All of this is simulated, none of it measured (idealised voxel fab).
process module | voxel transistor to metal
cross-section cut | 145 nm wide | cells 5 nm
A cross-section is a grid of square cells, given in bands from the top down. A band is one or more rows of cells.
Each band's line starts with the height of the band's top and of its bottom, in nm. Then come its materials from left to right, each with its width in nm. One material with "throughout" fills the band from edge to edge. "air" is empty space.
Height 0 is the level under which the wafer as received is all one material. The lowest band goes on downwards, as in "0 down".
A width such as "30 to 40" changes by the same amount from each row of cells to the next, from the band's top row to its bottom row.
"no change" after a step means that no cell of the cross-section changed.
closed voids: empty space of 8 cells or more with no open way to the top, each as width x height at its distance from the left edge, in nm
after a step's settings: what the simulator itself notes on the step
overlay nm, on a step with a mask: how far to the right of its planned place the mask lay; to the left if negative
plan
1 op RECEIVE | material Si
2 op CONFORMAL_DEP | material SiO2 | thk nm 5
3 op CONFORMAL_DEP | material SiN | thk nm 15
4 op DIRECTIONAL_DEP | material aC | thk nm 15
5 op PATTERN | tone cover | mask id ACTIVE | material resist | width nm 95 | thk nm 30 | overlay nm 0
6 op DIRECTIONAL_ETCH | etch materials aC | depth nm 15
7 op STRIP | etch materials resist
8 op DIRECTIONAL_ETCH | etch materials SiN | depth nm 15
9 op DIRECTIONAL_ETCH | etch materials SiO2 | depth nm 5
10 op DIRECTIONAL_ETCH | etch materials Si | depth nm 35
11 op STRIP | etch materials aC
12 op OXIDIZE | depth nm 5
13 op FILL_DEP | material SiO2 | thk nm 10
14 op CMP | height nm 20
15 op SELECTIVE_ETCH | etch materials SiO2 | depth nm 10
16 op STRIP | etch materials SiN
17 op SELECTIVE_ETCH | etch materials SiO2 | depth nm 5
18 op OXIDIZE | depth nm 5
19 op DIRECTIONAL_DEP | material polySi | thk nm 30
20 op DIRECTIONAL_DEP | material SiCN | thk nm 10
21 op DIRECTIONAL_DEP | material aC | thk nm 15
22 op PATTERN | tone cover | mask id GATE | material resist | width nm 25 | thk nm 35 | overlay nm 0
23 op DIRECTIONAL_ETCH | etch materials aC | depth nm 15
24 op STRIP | etch materials resist
25 op DIRECTIONAL_ETCH | etch materials SiCN | depth nm 20
26 op DIRECTIONAL_ETCH | etch materials polySi | depth nm 40
27 op STRIP | etch materials aC
28 op CONFORMAL_DEP | material SiN | thk nm 5
29 op DIRECTIONAL_ETCH | etch materials SiN | depth nm 5
30 op DIRECTIONAL_ETCH | etch materials SiO2 | depth nm 5
31 op DIRECTIONAL_ETCH | etch materials Si | depth nm 15
32 op EPI | material SiGe | thk nm 20
33 op FILL_DEP | material SiO2 | thk nm 5
34 op CMP | height nm 30
35 op STRIP | etch materials polySi
36 op SELECTIVE_ETCH | etch materials SiO2 | depth nm 5
37 op CONFORMAL_DEP | material HfO2 | thk nm 5
38 op CONFORMAL_DEP | material TiN | thk nm 5
39 op FILL_DEP | material W | thk nm 10
40 op CMP | height nm 25
41 op DIRECTIONAL_DEP | material SiO2 | thk nm 10
42 op MASKED_ETCH | tone open | mask id CONTACT | width nm 15 | pitch nm 70 | etch materials SiO2 | depth nm 35 | overlay nm 0
43 op CONFORMAL_DEP | material TiN | thk nm 5
44 op FILL_DEP | material Ru | thk nm 10
45 op CMP | height nm 35
46 op CONFORMAL_DEP | material SiCN | thk nm 5
47 op DIRECTIONAL_DEP | material SiO2 | thk nm 20
48 op MASKED_ETCH | tone open | mask id METAL_1 | width nm 15 | pitch nm 70 | etch materials SiO2 | depth nm 20 | overlay nm 0
49 op MASKED_ETCH | tone open | mask id METAL_1 | width nm 15 | pitch nm 70 | etch materials SiCN | depth nm 5 | overlay nm 0
50 op CONFORMAL_DEP | material TiN | thk nm 5
51 op FILL_DEP | material W | thk nm 5
52 op CMP | height nm 60
53 op EPI | material Ru | thk nm 5
54 op FILL_DEP | material SiCN | thk nm 5
first wafer, as planned
as received, after step 1
  0 down: Si throughout
  closed voids: none
after step 2
  5 to 0: SiO2 throughout
  below 0: unchanged
after step 3
  20 to 5: SiN throughout
  below 5: unchanged
after step 4
  35 to 20: aC throughout
  below 20: unchanged
after step 5
  65 to 35: air 25 | resist 95 | air 25
  below 35: unchanged
after step 6
  50 to 35: air 25 | resist 95 | air 25
  35 to 20: air 25 | aC 95 | air 25
  below 20: unchanged
after step 7
  35 to 20: air 25 | aC 95 | air 25
  below 20: unchanged
after step 8
  35 to 20: air 25 | aC 95 | air 25
  20 to 5: air 25 | SiN 95 | air 25
  below 5: unchanged
after step 9
  35 to 20: air 25 | aC 95 | air 25
  20 to 5: air 25 | SiN 95 | air 25
  5 to 0: air 25 | SiO2 95 | air 25
  below 0: unchanged
after step 10
  35 to 20: air 25 | aC 95 | air 25
  20 to 5: air 25 | SiN 95 | air 25
  5 to 0: air 25 | SiO2 95 | air 25
  0 to -35: air 25 | Si 95 | air 25
  below -35: unchanged
after step 11
  20 to 5: air 25 | SiN 95 | air 25
  below 5: unchanged
after step 12
  20 to 5: air 25 | SiN 95 | air 25
  5 to 0: air 25 | SiO2 95 | air 25
  0 to -35: air 25 | SiO2 5 | Si 85 | SiO2 5 | air 25
  -35 to -40: SiO2 30 | Si 85 | SiO2 30
  below -40: unchanged
after step 13
  30 to 20: SiO2 throughout
  20 to 5: SiO2 25 | SiN 95 | SiO2 25
  5 to 0: SiO2 throughout
  0 to -40: SiO2 30 | Si 85 | SiO2 30
  below -40: unchanged
after step 14
  20 to 5: SiO2 25 | SiN 95 | SiO2 25
  below 5: unchanged
after step 15
  20 to 10: air 25 | SiN 95 | air 25
  below 10: unchanged
after step 16
  10 to 5: SiO2 25 | air 95 | SiO2 25
  below 5: unchanged
after step 17
  5 to 0: SiO2 20 | air 105 | SiO2 20
  below 0: unchanged
after step 18
  5 to 0: SiO2 20 | air 105 | SiO2 20
  0 to -5: SiO2 throughout
  below -5: unchanged
after step 19
  35 to 30: polySi 20 | air 105 | polySi 20
  30 to 5: polySi throughout
  5 to 0: SiO2 20 | polySi 105 | SiO2 20
  below 0: unchanged
after step 20
  45 to 40: SiCN 20 | air 105 | SiCN 20
  40 to 35: SiCN throughout
  35 to 30: polySi 20 | SiCN 105 | polySi 20
  below 30: unchanged
after step 21
  60 to 55: aC 20 | air 105 | aC 20
  55 to 45: aC throughout
  45 to 40: SiCN 20 | aC 105 | SiCN 20
  below 40: unchanged
after step 22
  95 to 60: air 60 | resist 25 | air 60
  60 to 55: aC 20 | air 40 | resist 25 | air 40 | aC 20
  below 55: unchanged
after step 23
  80 to 55: air 60 | resist 25 | air 60
  55 to 45: air 60 | aC 25 | air 60
  45 to 40: SiCN 20 | air 40 | aC 25 | air 40 | SiCN 20
  below 40: unchanged
after step 24
  55 to 45: air 60 | aC 25 | air 60
  below 45: unchanged
after step 25
  55 to 40: air 60 | aC 25 | air 60
  40 to 35: air 60 | SiCN 25 | air 60
  35 to 30: polySi 20 | air 40 | SiCN 25 | air 40 | polySi 20
  below 30: unchanged
after step 26
  55 to 40: air 60 | aC 25 | air 60
  40 to 30: air 60 | SiCN 25 | air 60
  30 to 5: air 60 | polySi 25 | air 60
  5 to 0: SiO2 20 | air 40 | polySi 25 | air 40 | SiO2 20
  below 0: unchanged
after step 27
  40 to 30: air 60 | SiCN 25 | air 60
  below 30: unchanged
after step 28
  45 to 40: air 55 | SiN 35 | air 55
  40 to 30: air 55 | SiN 5 | SiCN 25 | SiN 5 | air 55
  30 to 10: air 55 | SiN 5 | polySi 25 | SiN 5 | air 55
  10 to 5: SiN 25 | air 30 | SiN 5 | polySi 25 | SiN 5 | air 30 | SiN 25
  5 to 0: SiO2 20 | SiN 40 | polySi 25 | SiN 40 | SiO2 20
  below 0: unchanged
after step 29
  40 to 30: air 55 | SiN 5 | SiCN 25 | SiN 5 | air 55
  30 to 5: air 55 | SiN 5 | polySi 25 | SiN 5 | air 55
  5 to 0: SiO2 20 | SiN 5 | air 30 | SiN 5 | polySi 25 | SiN 5 | air 30 | SiN 5 | SiO2 20
  below 0: unchanged
after step 30
  40 to 30: air 55 | SiN 5 | SiCN 25 | SiN 5 | air 55
  30 to 5: air 55 | SiN 5 | polySi 25 | SiN 5 | air 55
  5 to 0: air 20 | SiN 5 | air 30 | SiN 5 | polySi 25 | SiN 5 | air 30 | SiN 5 | air 20
  0 to -5: SiO2 25 | air 30 | SiO2 35 | air 30 | SiO2 25
  below -5: unchanged
after step 31
  40 to 30: air 55 | SiN 5 | SiCN 25 | SiN 5 | air 55
  30 to 5: air 55 | SiN 5 | polySi 25 | SiN 5 | air 55
  5 to 0: air 20 | SiN 5 | air 30 | SiN 5 | polySi 25 | SiN 5 | air 30 | SiN 5 | air 20
  0 to -5: SiO2 25 | air 30 | SiO2 35 | air 30 | SiO2 25
  -5 to -20: SiO2 30 | air 25 | Si 35 | air 25 | SiO2 30
  below -20: unchanged
after step 32
  40 to 30: air 55 | SiN 5 | SiCN 25 | SiN 5 | air 55
  30 to 15: air 55 | SiN 5 | polySi 25 | SiN 5 | air 55
  15 to 5: air 35 | SiGe 20 | SiN 5 | polySi 25 | SiN 5 | SiGe 20 | air 35
  5 to 0: air 20 | SiN 5 | air 10 | SiGe 20 | SiN 5 | polySi 25 | SiN 5 | SiGe 20 | air 10 | SiN 5 | air 20
  0 to -5: SiO2 25 | SiGe 30 | SiO2 35 | SiGe 30 | SiO2 25
  -5 to -20: SiO2 30 | SiGe 25 | Si 35 | SiGe 25 | SiO2 30
  below -20: unchanged
after step 33
  45 to 40: SiO2 throughout
  40 to 30: SiO2 55 | SiN 5 | SiCN 25 | SiN 5 | SiO2 55
  30 to 15: SiO2 55 | SiN 5 | polySi 25 | SiN 5 | SiO2 55
  15 to 5: SiO2 35 | SiGe 20 | SiN 5 | polySi 25 | SiN 5 | SiGe 20 | SiO2 35
  5 to 0: SiO2 20 | SiN 5 | SiO2 10 | SiGe 20 | SiN 5 | polySi 25 | SiN 5 | SiGe 20 | SiO2 10 | SiN 5 | SiO2 20
  below 0: unchanged
after step 34
  30 to 15: SiO2 55 | SiN 5 | polySi 25 | SiN 5 | SiO2 55
  below 15: unchanged
after step 35
  30 to 15: SiO2 55 | SiN 5 | air 25 | SiN 5 | SiO2 55
  15 to 5: SiO2 35 | SiGe 20 | SiN 5 | air 25 | SiN 5 | SiGe 20 | SiO2 35
  5 to 0: SiO2 20 | SiN 5 | SiO2 10 | SiGe 20 | SiN 5 | air 25 | SiN 5 | SiGe 20 | SiO2 10 | SiN 5 | SiO2 20
  below 0: unchanged
after step 36
  30 to 25: air 55 | SiN 5 | air 25 | SiN 5 | air 55
  25 to 15: SiO2 55 | SiN 5 | air 25 | SiN 5 | SiO2 55
  15 to 5: SiO2 35 | SiGe 20 | SiN 5 | air 25 | SiN 5 | SiGe 20 | SiO2 35
  5 to 0: SiO2 20 | SiN 5 | SiO2 10 | SiGe 20 | SiN 5 | air 25 | SiN 5 | SiGe 20 | SiO2 10 | SiN 5 | SiO2 20
  0 to -5: SiO2 25 | SiGe 30 | air 35 | SiGe 30 | SiO2 25
  below -5: unchanged
after step 37
  35 to 30: air 50 | HfO2 15 | air 15 | HfO2 15 | air 50
  30 to 25: HfO2 55 | SiN 5 | HfO2 5 | air 15 | HfO2 5 | SiN 5 | HfO2 55
  25 to 15: SiO2 55 | SiN 5 | HfO2 5 | air 15 | HfO2 5 | SiN 5 | SiO2 55
  15 to 5: SiO2 35 | SiGe 20 | SiN 5 | HfO2 5 | air 15 | HfO2 5 | SiN 5 | SiGe 20 | SiO2 35
  5 to 0: SiO2 20 | SiN 5 | SiO2 10 | SiGe 20 | SiN 5 | HfO2 5 | air 15 | HfO2 5 | SiN 5 | SiGe 20 | SiO2 10 | SiN 5 | SiO2 20
  0 to -5: SiO2 25 | SiGe 30 | HfO2 35 | SiGe 30 | SiO2 25
  below -5: unchanged
after step 38
  40 to 35: air 45 | TiN 25 | air 5 | TiN 25 | air 45
  35 to 30: TiN 50 | HfO2 15 | TiN 5 | air 5 | TiN 5 | HfO2 15 | TiN 50
  30 to 25: HfO2 55 | SiN 5 | HfO2 5 | TiN 5 | air 5 | TiN 5 | HfO2 5 | SiN 5 | HfO2 55
  25 to 15: SiO2 55 | SiN 5 | HfO2 5 | TiN 5 | air 5 | TiN 5 | HfO2 5 | SiN 5 | SiO2 55
  15 to 5: SiO2 35 | SiGe 20 | SiN 5 | HfO2 5 | TiN 5 | air 5 | TiN 5 | HfO2 5 | SiN 5 | SiGe 20 | SiO2 35
  5 to 0: SiO2 20 | SiN 5 | SiO2 10 | SiGe 20 | SiN 5 | HfO2 5 | TiN 15 | HfO2 5 | SiN 5 | SiGe 20 | SiO2 10 | SiN 5 | SiO2 20
  below 0: unchanged
after step 39
  50 to 40: W throughout
  40 to 35: W 45 | TiN 25 | W 5 | TiN 25 | W 45
  35 to 30: TiN 50 | HfO2 15 | TiN 5 | W 5 | TiN 5 | HfO2 15 | TiN 50
  30 to 25: HfO2 55 | SiN 5 | HfO2 5 | TiN 5 | W 5 | TiN 5 | HfO2 5 | SiN 5 | HfO2 55
  25 to 15: SiO2 55 | SiN 5 | HfO2 5 | TiN 5 | W 5 | TiN 5 | HfO2 5 | SiN 5 | SiO2 55
  15 to 5: SiO2 35 | SiGe 20 | SiN 5 | HfO2 5 | TiN 5 | W 5 | TiN 5 | HfO2 5 | SiN 5 | SiGe 20 | SiO2 35
  below 5: unchanged
after step 40
  25 to 15: SiO2 55 | SiN 5 | HfO2 5 | TiN 5 | W 5 | TiN 5 | HfO2 5 | SiN 5 | SiO2 55
  below 15: unchanged
after step 41
  35 to 25: SiO2 throughout
  below 25: unchanged
after step 42
  35 to 25: SiO2 30 | air 15 | SiO2 55 | air 15 | SiO2 30
  25 to 15: SiO2 30 | air 15 | SiO2 10 | SiN 5 | HfO2 5 | TiN 5 | W 5 | TiN 5 | HfO2 5 | SiN 5 | SiO2 10 | air 15 | SiO2 30
  15 to 5: SiO2 30 | air 5 | SiGe 20 | SiN 5 | HfO2 5 | TiN 5 | W 5 | TiN 5 | HfO2 5 | SiN 5 | SiGe 20 | air 5 | SiO2 30
  5 to 0: SiO2 20 | SiN 5 | SiO2 5 | air 5 | SiGe 20 | SiN 5 | HfO2 5 | TiN 15 | HfO2 5 | SiN 5 | SiGe 20 | air 5 | SiO2 5 | SiN 5 | SiO2 20
  below 0: unchanged
after step 43
  40 to 35: TiN 35 | air 5 | TiN 65 | air 5 | TiN 35
  35 to 25: SiO2 30 | TiN 5 | air 5 | TiN 5 | SiO2 55 | TiN 5 | air 5 | TiN 5 | SiO2 30
  25 to 20: SiO2 30 | TiN 5 | air 5 | TiN 5 | SiO2 10 | SiN 5 | HfO2 5 | TiN 5 | W 5 | TiN 5 | HfO2 5 | SiN 5 | SiO2 10 | TiN 5 | air 5 | TiN 5 | SiO2 30
  20 to 15: SiO2 30 | TiN 15 | SiO2 10 | SiN 5 | HfO2 5 | TiN 5 | W 5 | TiN 5 | HfO2 5 | SiN 5 | SiO2 10 | TiN 15 | SiO2 30
  15 to 5: SiO2 30 | TiN 5 | SiGe 20 | SiN 5 | HfO2 5 | TiN 5 | W 5 | TiN 5 | HfO2 5 | SiN 5 | SiGe 20 | TiN 5 | SiO2 30
  5 to 0: SiO2 20 | SiN 5 | SiO2 5 | TiN 5 | SiGe 20 | SiN 5 | HfO2 5 | TiN 15 | HfO2 5 | SiN 5 | SiGe 20 | TiN 5 | SiO2 5 | SiN 5 | SiO2 20
  below 0: unchanged
after step 44
  50 to 40: Ru throughout
  40 to 35: TiN 35 | Ru 5 | TiN 65 | Ru 5 | TiN 35
  35 to 25: SiO2 30 | TiN 5 | Ru 5 | TiN 5 | SiO2 55 | TiN 5 | Ru 5 | TiN 5 | SiO2 30
  25 to 20: SiO2 30 | TiN 5 | Ru 5 | TiN 5 | SiO2 10 | SiN 5 | HfO2 5 | TiN 5 | W 5 | TiN 5 | HfO2 5 | SiN 5 | SiO2 10 | TiN 5 | Ru 5 | TiN 5 | SiO2 30
  below 20: unchanged
after step 45
  35 to 25: SiO2 30 | TiN 5 | Ru 5 | TiN 5 | SiO2 55 | TiN 5 | Ru 5 | TiN 5 | SiO2 30
  below 25: unchanged
after step 46
  40 to 35: SiCN throughout
  below 35: unchanged
after step 47
  60 to 40: SiO2 throughout
  below 40: unchanged
after step 48
  60 to 40: SiO2 30 | air 15 | SiO2 55 | air 15 | SiO2 30
  below 40: unchanged
after step 49
  60 to 40: SiO2 30 | air 15 | SiO2 55 | air 15 | SiO2 30
  40 to 35: SiCN 30 | air 15 | SiCN 55 | air 15 | SiCN 30
  below 35: unchanged
after step 50
  65 to 60: TiN 35 | air 5 | TiN 65 | air 5 | TiN 35
  60 to 40: SiO2 30 | TiN 5 | air 5 | TiN 5 | SiO2 55 | TiN 5 | air 5 | TiN 5 | SiO2 30
  40 to 35: SiCN 30 | TiN 15 | SiCN 55 | TiN 15 | SiCN 30
  below 35: unchanged
after step 51
  70 to 65: W throughout
  65 to 60: TiN 35 | W 5 | TiN 65 | W 5 | TiN 35
  60 to 40: SiO2 30 | TiN 5 | W 5 | TiN 5 | SiO2 55 | TiN 5 | W 5 | TiN 5 | SiO2 30
  below 40: unchanged
after step 52
  60 to 40: SiO2 30 | TiN 5 | W 5 | TiN 5 | SiO2 55 | TiN 5 | W 5 | TiN 5 | SiO2 30
  below 40: unchanged
after step 53
  65 to 60: air 25 | Ru 25 | air 45 | Ru 25 | air 25
  below 60: unchanged
after step 54
  70 to 65: SiCN throughout
  65 to 60: SiCN 25 | Ru 25 | SiCN 45 | Ru 25 | SiCN 25
  below 60: unchanged
second wafer: like start, like plan, one mistake. Through step 21 it matches the first wafer
when step 22 should have ended
  95 to 60: resist 60 | air 25 | resist 60
  60 to 55: aC 20 | resist 40 | air 25 | resist 40 | aC 20
  below 55: unchanged
when step 23 should have ended
  80 to 60: resist 60 | air 25 | resist 60
  60 to 55: aC 20 | resist 40 | air 25 | resist 40 | aC 20
  55 to 45: aC 60 | air 25 | aC 60
  45 to 40: SiCN 20 | aC 40 | air 25 | aC 40 | SiCN 20
  below 40: unchanged
when step 24 should have ended
  60 to 55: aC 20 | air 105 | aC 20
  below 55: unchanged
when step 25 should have ended
  60 to 55: aC 20 | air 105 | aC 20
  55 to 45: aC 60 | air 25 | aC 60
  45 to 40: SiCN 20 | aC 40 | air 25 | aC 40 | SiCN 20
  40 to 35: SiCN 60 | air 25 | SiCN 60
  35 to 30: polySi 20 | SiCN 40 | air 25 | SiCN 40 | polySi 20
  below 30: unchanged
when step 26 should have ended
  60 to 55: aC 20 | air 105 | aC 20
  55 to 45: aC 60 | air 25 | aC 60
  45 to 40: SiCN 20 | aC 40 | air 25 | aC 40 | SiCN 20
  40 to 35: SiCN 60 | air 25 | SiCN 60
  35 to 30: polySi 20 | SiCN 40 | air 25 | SiCN 40 | polySi 20
  30 to 5: polySi 60 | air 25 | polySi 60
  5 to 0: SiO2 20 | polySi 40 | air 25 | polySi 40 | SiO2 20
  below 0: unchanged
when step 27 should have ended
  45 to 35: SiCN 20 to 60 | air 105 to 25 | SiCN 20 to 60
  below 35: unchanged
when step 28 should have ended
  50 to 45: SiN 25 | air 95 | SiN 25
  45 to 35: SiCN 20 to 60 | SiN 45 to 5 | air 15 | SiN 45 to 5 | SiCN 20 to 60
  35 to 30: polySi 20 | SiCN 40 | SiN 5 | air 15 | SiN 5 | SiCN 40 | polySi 20
  30 to 5: polySi 60 | SiN 5 | air 15 | SiN 5 | polySi 60
  5 to 0: SiO2 20 | polySi 40 | SiN 25 | polySi 40 | SiO2 20
  below 0: unchanged
when step 29 should have ended
  45 to 35: SiCN 20 to 60 | SiN 5 | air 95 to 15 | SiN 5 | SiCN 20 to 60
  35 to 30: polySi 20 | SiCN 40 | SiN 5 | air 15 | SiN 5 | SiCN 40 | polySi 20
  30 to 5: polySi 60 | SiN 5 | air 15 | SiN 5 | polySi 60
  5 to 0: SiO2 20 | polySi 40 | SiN 5 | air 15 | SiN 5 | polySi 40 | SiO2 20
  below 0: unchanged
when step 30 should have ended
  45 to 35: SiCN 20 to 60 | SiN 5 | air 95 to 15 | SiN 5 | SiCN 20 to 60
  35 to 30: polySi 20 | SiCN 40 | SiN 5 | air 15 | SiN 5 | SiCN 40 | polySi 20
  30 to 5: polySi 60 | SiN 5 | air 15 | SiN 5 | polySi 60
  5 to 0: SiO2 20 | polySi 40 | SiN 5 | air 15 | SiN 5 | polySi 40 | SiO2 20
  0 to -5: SiO2 65 | air 15 | SiO2 65
  below -5: unchanged
when step 31 should have ended
  45 to 35: SiCN 20 to 60 | SiN 5 | air 95 to 15 | SiN 5 | SiCN 20 to 60
  35 to 30: polySi 20 | SiCN 40 | SiN 5 | air 15 | SiN 5 | SiCN 40 | polySi 20
  30 to 5: polySi 60 | SiN 5 | air 15 | SiN 5 | polySi 60
  5 to 0: SiO2 20 | polySi 40 | SiN 5 | air 15 | SiN 5 | polySi 40 | SiO2 20
  0 to -5: SiO2 65 | air 15 | SiO2 65
  -5 to -20: SiO2 30 | Si 35 | air 15 | Si 35 | SiO2 30
  below -20: unchanged
when step 32 should have ended
  45 to 35: SiCN 20 to 60 | SiN 5 | air 95 to 15 | SiN 5 | SiCN 20 to 60
  35 to 30: polySi 20 | SiCN 40 | SiN 5 | air 15 | SiN 5 | SiCN 40 | polySi 20
  30 to 15: polySi 60 | SiN 5 | air 15 | SiN 5 | polySi 60
  15 to 5: polySi 60 | SiN 5 | SiGe 15 | SiN 5 | polySi 60
  5 to 0: SiO2 20 | polySi 40 | SiN 5 | SiGe 15 | SiN 5 | polySi 40 | SiO2 20
  0 to -5: SiO2 65 | SiGe 15 | SiO2 65
  -5 to -20: SiO2 30 | Si 35 | SiGe 15 | Si 35 | SiO2 30
  below -20: unchanged
when step 33 should have ended
  50 to 45: SiO2 throughout
  45 to 35: SiCN 20 to 60 | SiN 5 | SiO2 95 to 15 | SiN 5 | SiCN 20 to 60
  35 to 30: polySi 20 | SiCN 40 | SiN 5 | SiO2 15 | SiN 5 | SiCN 40 | polySi 20
  30 to 15: polySi 60 | SiN 5 | SiO2 15 | SiN 5 | polySi 60
  below 15: unchanged
when step 34 should have ended
  30 to 15: polySi 60 | SiN 5 | SiO2 15 | SiN 5 | polySi 60
  below 15: unchanged
when step 35 should have ended
  30 to 15: air 60 | SiN 5 | SiO2 15 | SiN 5 | air 60
  15 to 5: air 60 | SiN 5 | SiGe 15 | SiN 5 | air 60
  5 to 0: SiO2 20 | air 40 | SiN 5 | SiGe 15 | SiN 5 | air 40 | SiO2 20
  below 0: unchanged
when step 36 should have ended
  30 to 25: air 60 | SiN 5 | air 15 | SiN 5 | air 60
  25 to 15: air 60 | SiN 5 | SiO2 15 | SiN 5 | air 60
  15 to 0: air 60 | SiN 5 | SiGe 15 | SiN 5 | air 60
  0 to -5: SiO2 15 | air 50 | SiGe 15 | air 50 | SiO2 15
  below -5: unchanged
when step 37 should have ended
  35 to 30: air 55 | HfO2 15 | air 5 | HfO2 15 | air 55
  30 to 25: air 55 | HfO2 5 | SiN 5 | HfO2 15 | SiN 5 | HfO2 5 | air 55
  25 to 15: air 55 | HfO2 5 | SiN 5 | SiO2 15 | SiN 5 | HfO2 5 | air 55
  15 to 5: air 55 | HfO2 5 | SiN 5 | SiGe 15 | SiN 5 | HfO2 5 | air 55
  5 to 0: HfO2 20 | air 35 | HfO2 5 | SiN 5 | SiGe 15 | SiN 5 | HfO2 5 | air 35 | HfO2 20
  0 to -5: SiO2 15 | HfO2 50 | SiGe 15 | HfO2 50 | SiO2 15
  below -5: unchanged
when step 38 should have ended
  40 to 35: air 50 | TiN 45 | air 50
  35 to 30: air 50 | TiN 5 | HfO2 15 | TiN 5 | HfO2 15 | TiN 5 | air 50
  30 to 25: air 50 | TiN 5 | HfO2 5 | SiN 5 | HfO2 15 | SiN 5 | HfO2 5 | TiN 5 | air 50
  25 to 15: air 50 | TiN 5 | HfO2 5 | SiN 5 | SiO2 15 | SiN 5 | HfO2 5 | TiN 5 | air 50
  15 to 10: air 50 | TiN 5 | HfO2 5 | SiN 5 | SiGe 15 | SiN 5 | HfO2 5 | TiN 5 | air 50
  10 to 5: TiN 25 | air 25 | TiN 5 | HfO2 5 | SiN 5 | SiGe 15 | SiN 5 | HfO2 5 | TiN 5 | air 25 | TiN 25
  5 to 0: HfO2 20 | TiN 35 | HfO2 5 | SiN 5 | SiGe 15 | SiN 5 | HfO2 5 | TiN 35 | HfO2 20
  below 0: unchanged
when step 39 should have ended
  50 to 40: W throughout
  40 to 35: W 50 | TiN 45 | W 50
  35 to 30: W 50 | TiN 5 | HfO2 15 | TiN 5 | HfO2 15 | TiN 5 | W 50
  30 to 25: W 50 | TiN 5 | HfO2 5 | SiN 5 | HfO2 15 | SiN 5 | HfO2 5 | TiN 5 | W 50
  25 to 15: W 50 | TiN 5 | HfO2 5 | SiN 5 | SiO2 15 | SiN 5 | HfO2 5 | TiN 5 | W 50
  15 to 10: W 50 | TiN 5 | HfO2 5 | SiN 5 | SiGe 15 | SiN 5 | HfO2 5 | TiN 5 | W 50
  10 to 5: TiN 25 | W 25 | TiN 5 | HfO2 5 | SiN 5 | SiGe 15 | SiN 5 | HfO2 5 | TiN 5 | W 25 | TiN 25
  below 5: unchanged
when step 40 should have ended
  25 to 15: W 50 | TiN 5 | HfO2 5 | SiN 5 | SiO2 15 | SiN 5 | HfO2 5 | TiN 5 | W 50
  below 15: unchanged
when step 41 should have ended
  35 to 25: SiO2 throughout
  below 25: unchanged
when step 42 should have ended
  35 to 25: SiO2 30 | air 15 | SiO2 55 | air 15 | SiO2 30
  below 25: unchanged
when step 43 should have ended
  40 to 35: TiN 35 | air 5 | TiN 65 | air 5 | TiN 35
  35 to 30: SiO2 30 | TiN 5 | air 5 | TiN 5 | SiO2 55 | TiN 5 | air 5 | TiN 5 | SiO2 30
  30 to 25: SiO2 30 | TiN 15 | SiO2 55 | TiN 15 | SiO2 30
  below 25: unchanged
when step 44 should have ended
  50 to 40: Ru throughout
  40 to 35: TiN 35 | Ru 5 | TiN 65 | Ru 5 | TiN 35
  35 to 30: SiO2 30 | TiN 5 | Ru 5 | TiN 5 | SiO2 55 | TiN 5 | Ru 5 | TiN 5 | SiO2 30
  below 30: unchanged
when step 45 should have ended
  35 to 30: SiO2 30 | TiN 5 | Ru 5 | TiN 5 | SiO2 55 | TiN 5 | Ru 5 | TiN 5 | SiO2 30
  below 30: unchanged
when step 46 should have ended
  40 to 35: SiCN throughout
  below 35: unchanged
when step 47 should have ended
  60 to 40: SiO2 throughout
  below 40: unchanged
when step 48 should have ended
  60 to 40: SiO2 30 | air 15 | SiO2 55 | air 15 | SiO2 30
  below 40: unchanged
when step 49 should have ended
  60 to 40: SiO2 30 | air 15 | SiO2 55 | air 15 | SiO2 30
  40 to 35: SiCN 30 | air 15 | SiCN 55 | air 15 | SiCN 30
  below 35: unchanged
when step 50 should have ended
  65 to 60: TiN 35 | air 5 | TiN 65 | air 5 | TiN 35
  60 to 40: SiO2 30 | TiN 5 | air 5 | TiN 5 | SiO2 55 | TiN 5 | air 5 | TiN 5 | SiO2 30
  40 to 35: SiCN 30 | TiN 15 | SiCN 55 | TiN 15 | SiCN 30
  below 35: unchanged
when step 51 should have ended
  70 to 65: W throughout
  65 to 60: TiN 35 | W 5 | TiN 65 | W 5 | TiN 35
  60 to 40: SiO2 30 | TiN 5 | W 5 | TiN 5 | SiO2 55 | TiN 5 | W 5 | TiN 5 | SiO2 30
  below 40: unchanged
when step 52 should have ended
  60 to 40: SiO2 30 | TiN 5 | W 5 | TiN 5 | SiO2 55 | TiN 5 | W 5 | TiN 5 | SiO2 30
  below 40: unchanged
when step 53 should have ended
  65 to 60: air 25 | Ru 25 | air 45 | Ru 25 | air 25
  below 60: unchanged
when step 54 should have ended
  70 to 65: SiCN throughout
  65 to 60: SiCN 25 | Ru 25 | SiCN 45 | Ru 25 | SiCN 25
  below 60: unchanged
what went wrong: step 22 ran as: op PATTERN | tone open | mask id GATE | material resist | width nm 25 | thk nm 35 | overlay nm 0
at the end the second wafer has, in cells: 21 more of HfO2 | 4 fewer of Ru | 21 more of Si | 45 fewer of SiGe | 2 fewer of SiN | 64 fewer of SiO2 | 7 more of TiN | 66 more of W
